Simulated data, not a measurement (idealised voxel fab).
process module | voxel self aligned contacts
cross-section cut | 280 nm wide | cells 5 nm
A cross-section is a grid of square cells, given in bands from the top down. A band is one or more rows of cells.
Each band's line starts with the height of the band's top and of its bottom, in nm. Then come its materials from left to right, each with its width in nm. One material with "throughout" fills the band from edge to edge. "air" is empty space.
Height 0 is the level under which the wafer as received is all one material. The lowest band goes on downwards, as in "0 down".
A width such as "30 to 40" changes by the same amount from each row of cells to the next, from the band's top row to its bottom row.
"no change" after a step means that no cell of the cross-section changed.
closed voids: empty space of 8 cells or more with no open way to the top, each as width x height at its distance from the left edge, in nm
after a step's settings: what the simulator itself notes on the step
overlay nm, on a step with a mask: how far to the right of its planned place the mask lay; to the left if negative
plan
1 op RECEIVE | material Si
2 op OXIDIZE | depth nm 5
3 op DIRECTIONAL_DEP | material polySi | thk nm 20
4 op DIRECTIONAL_DEP | material SiN | thk nm 25
5 op DIRECTIONAL_DEP | material aC | thk nm 10
6 op PATTERN | tone cover | mask id GATE | material resist | width nm 30 | pitch nm 75 | thk nm 25 | overlay nm 0
7 op DIRECTIONAL_ETCH | etch materials aC | depth nm 10
8 op STRIP | etch materials resist
9 op DIRECTIONAL_ETCH | etch materials SiN | depth nm 25
10 op DIRECTIONAL_ETCH | etch materials polySi | depth nm 20
11 op STRIP | etch materials aC
12 op CONFORMAL_DEP | material SiN | thk nm 10
13 op DIRECTIONAL_ETCH | etch materials SiN | depth nm 10
14 op FILL_DEP | material SiO2 | thk nm 15
15 op CMP | height nm 55
16 op PATTERN | tone open | mask id CONTACT | material resist | width nm 55 | thk nm 15 | overlay nm 0
17 op DIRECTIONAL_ETCH | etch materials SiO2 | depth nm 60
18 op STRIP | etch materials resist
19 op CONFORMAL_DEP | material TiN | thk nm 5
20 op FILL_DEP | material W | thk nm 10
21 op CMP | height nm 55
22 op CONFORMAL_DEP | material SiCN | thk nm 5
as received, after step 1
  0 down: Si throughout
  closed voids: none
a wafer at the end: this start, this plan, one mistake
  60 to 55: SiCN throughout
  55 to 45: W throughout
  45 to 20: W 75 | SiN 50 | W 25 | SiN 50 | W 80
  20 to 0: W 75 | SiN 10 | polySi 30 | SiN 10 | W 25 | SiN 10 | polySi 30 | SiN 10 | W 80
  0 to -5: SiO2 throughout
  -5 down: Si throughout
  closed voids: none
what went wrong: step 14 ran as: op FILL_DEP | material W | thk nm 15
